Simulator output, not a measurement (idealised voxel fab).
The document below concerns the process module designated voxel trench capacitor.
The figure presents cross-section cut, which has a width of 245 nm and is divided into square cells with an edge length of 5 nm.
In this document a cross-section is written as a grid of square cells. It is given as a series of bands, listed from the top down, and a band is one or more rows of cells. Heights first: top, then bottom, in nm. Then materials, left to right, each with a width in nm. "everywhere" on a single material: fills the band edge to edge. "air": empty space. Heights are measured from 0, the level below which the as-received wafer is all one material; the lowest band has no bottom and continues downward, written as in "0 -> down". You'd read "30->40" like this: the band's top row of cells is as wide as the first number, its bottom row is as wide as the second, and going down, every row changes width by the same amount as the row before did. "nothing got changed" for a step: no cell of the cross-section changed in that step. Heads up: "Enclosed internal voids" only lists the empty pockets with no open path to the top that are 8 cells or more, and it writes them as width x height at distance, distance from the left edge, in nm. Heads up: the bit after the settings on a step's line is the simulator's remark on that step. overlay nm: on a step with a mask, how far right of its planned place the mask lay; negative means left.
**Here's what the planned process steps look like**
- 1: RECEIVE, material Si
- 2: CONFORMAL_DEP, material SiN, thk nm 10
- 3: DIRECTIONAL_DEP, material aC, thk nm 10
- 4: PATTERN, tone open, mask id TRENCH, material resist, width nm 25, pitch nm 45, thk nm 25, overlay nm 0
- 5: DIRECTIONAL_ETCH, etch materials aC, depth nm 10
- 6: STRIP, etch materials resist
- 7: DIRECTIONAL_ETCH, etch materials SiN, depth nm 10
- 8: DIRECTIONAL_ETCH, etch materials Si, depth nm 35
- 9: STRIP, etch materials aC
- 10: CONFORMAL_DEP, material Al2O3, thk nm 5
- 11: CONFORMAL_DEP, material TiN, thk nm 5
- 12: FILL_DEP, material W, thk nm 10
- 13: CMP, height nm 10
**Step 1 complete: cross-section of the wafer as received**
- 0 -> down | Si everywhere
- Enclosed internal voids: none
**Starting structure and process plan are as shown above, but one mistake was made in running the module; the wafer cross-section at the end of the module follows**
- 10 -> 0 | SiN (85) / W (5) / TiN (5) / W (5) / TiN (5) / W (5) / SiN (20) / W (5) / TiN (5) / W (5) / TiN (5) / W (5) / SiN (90)
- 0 -> -25 | Si (85) / W (5) / TiN (5) / W (5) / TiN (5) / W (5) / Si (20) / W (5) / TiN (5) / W (5) / TiN (5) / W (5) / Si (90)
- -25 -> -30 | Si (85) / W (5) / TiN (15) / W (5) / Si (20) / W (5) / TiN (15) / W (5) / Si (90)
- -30 -> -35 | Si (85) / W (25) / Si (20) / W (25) / Si (90)
- -35 -> down | Si everywhere
- Enclosed internal voids: none
What broke from the plan during processing? not per plan at step 10, really ran CONFORMAL_DEP, material W, thk nm 5
